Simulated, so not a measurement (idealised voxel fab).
You're looking at the process module voxel capacitor over wiring.
Pictured: cross-section cut, 180 nm wide, on a grid of 5 nm square cells.
A cross-section in this document is a grid of square cells, and it is written down as bands, the top band listed before the ones below it; a band is made up of one or more rows of cells. First you get the band's top height and its bottom height, in nm, and then the materials it's made of, left to right, with each width in nm. If you see a single material with "everywhere", that one covers the band edge to edge. "blank" is empty space. All heights in this document are referenced to 0, defined as the level beneath which the wafer, as received, consists entirely of one material. The lowest band is not bounded below; it extends indefinitely downward and is written in the form "0 -> down". The width entry "30..40" should be interpreted row by row: the top row of cells in the band takes the first number, the bottom row takes the second number, and the change between adjacent rows is uniform throughout. Step marked "nothing altered"? Then no cell in the cross-section changed in it. Under "Sealed void inventory" you'll find the enclosed gaps, the ones with no way out to the top, that are 8 cells or bigger; each reads width x height at distance, with distance counted from the left edge, everything in nm. On a step's line, text after the settings is the simulator commenting on that step. overlay nm: mask offset rightward from planned place, masked step; negative means leftward offset.
Plan
1,op RECEIVE | material Si
2,op CONFORMAL_DEP | material SiO2 | thk nm 15
3,op DIRECTIONAL_DEP | material TiN | thk nm 5
4,op DIRECTIONAL_DEP | material Ru | thk nm 20
5,op PATTERN | tone cover | mask id METAL_1 | material resist | width nm 25 | pitch nm 95 | thk nm 20 | overlay nm 0
6,op DIRECTIONAL_ETCH | etch materials Ru | depth nm 20
7,op DIRECTIONAL_ETCH | etch materials TiN | depth nm 5
8,op STRIP | etch materials resist
9,op CONFORMAL_DEP | material SiCN | thk nm 5
10,op FILL_DEP | material lowk | thk nm 5
11,op CMP | height nm 40
12,op CONFORMAL_DEP | material SiCN | thk nm 5
13,op DIRECTIONAL_DEP | material SiO2 | thk nm 10
14,op DIRECTIONAL_DEP | material aC | thk nm 15
15,op PATTERN | tone open | mask id PLUG_1 | material resist | width nm 15 | thk nm 35 | overlay nm 0
16,op DIRECTIONAL_ETCH | etch materials aC | depth nm 15
17,op STRIP | etch materials resist
18,op DIRECTIONAL_ETCH | etch materials SiO2 | depth nm 10
19,op DIRECTIONAL_ETCH | etch materials SiCN | depth nm 5
20,op STRIP | etch materials aC
21,op EPI | material Ru | thk nm 10
22,op EPI | material Ru | thk nm 5
23,op DIRECTIONAL_DEP | material TiN | thk nm 5
24,op DIRECTIONAL_DEP | material HfO2 | thk nm 5
25,op DIRECTIONAL_DEP | material TiN | thk nm 5
26,op DIRECTIONAL_DEP | material aC | thk nm 15
27,op PATTERN | tone cover | mask id UPPER_PLATE | material resist | width nm 75 | thk nm 30 | overlay nm 0
28,op DIRECTIONAL_ETCH | etch materials aC | depth nm 15
29,op STRIP | etch materials resist
30,op DIRECTIONAL_ETCH | etch materials TiN | depth nm 5
31,op DIRECTIONAL_ETCH | etch materials HfO2 | depth nm 5
32,op STRIP | etch materials aC
33,op DIRECTIONAL_DEP | material aC | thk nm 15
34,op PATTERN | tone cover | mask id LOWER_PLATE | material resist | width nm 85 | thk nm 35 | overlay nm 0
35,op DIRECTIONAL_ETCH | etch materials aC | depth nm 15
36,op STRIP | etch materials resist
37,op DIRECTIONAL_ETCH | etch materials TiN | depth nm 5
38,op STRIP | etch materials aC
39,op FILL_DEP | material SiO2 | thk nm 15
40,op CMP | height nm 80
41,op DIRECTIONAL_DEP | material aC | thk nm 10
42,op PATTERN | tone open | mask id PLUG_2 | material resist | width nm 15 | thk nm 30 | overlay nm 0
43,op DIRECTIONAL_ETCH | etch materials aC | depth nm 10
44,op STRIP | etch materials resist
45,op DIRECTIONAL_ETCH | etch materials SiO2 | depth nm 10
46,op STRIP | etch materials aC
47,op CONFORMAL_DEP | material TiN | thk nm 5
48,op FILL_DEP | material W | thk nm 10
49,op CMP | height nm 80
50,op CONFORMAL_DEP | material SiCN | thk nm 5
Incoming wafer, cross-sectional view, post step 1
> 0 -> down | Si everywhere
> Sealed void inventory: none
Wafer at module end, in section. Began as above, planned as above, run with one mistake
> 85 -> 80 | SiCN everywhere
> 80 -> 75 | 50 nm SiO2, 5 nm TiN, 5 nm W, 5 nm TiN, 115 nm SiO2
> 75 -> 65 | 50..45 nm SiO2, 15..75 nm TiN, 115..60 nm SiO2
> 65 -> 60 | 45 nm SiO2, 75 nm HfO2, 60 nm SiO2
> 60 -> 55 | 35 nm SiO2, 85 nm TiN, 60 nm SiO2
> 55 -> 45 | 40 nm SiO2, 15 nm Ru, 125 nm SiO2
> 45 -> 40 | 40 nm SiCN, 15 nm Ru, 125 nm SiCN
> 40 -> 20 | 25 nm lowk, 5 nm SiCN, 25 nm Ru, 5 nm SiCN, 60 nm lowk, 5 nm SiCN, 25 nm Ru, 5 nm SiCN, 25 nm lowk
> 20 -> 15 | 30 nm SiCN, 25 nm TiN, 70 nm SiCN, 25 nm TiN, 30 nm SiCN
> 15 -> 0 | SiO2 everywhere
> 0 -> down | Si everywhere
> Sealed void inventory: none
Deviation noted in wafer processing: not per plan at step 27, really ran op PATTERN | tone cover | mask id UPPER_PLATE | material resist | width nm 75 | thk nm 30 | overlay nm 5
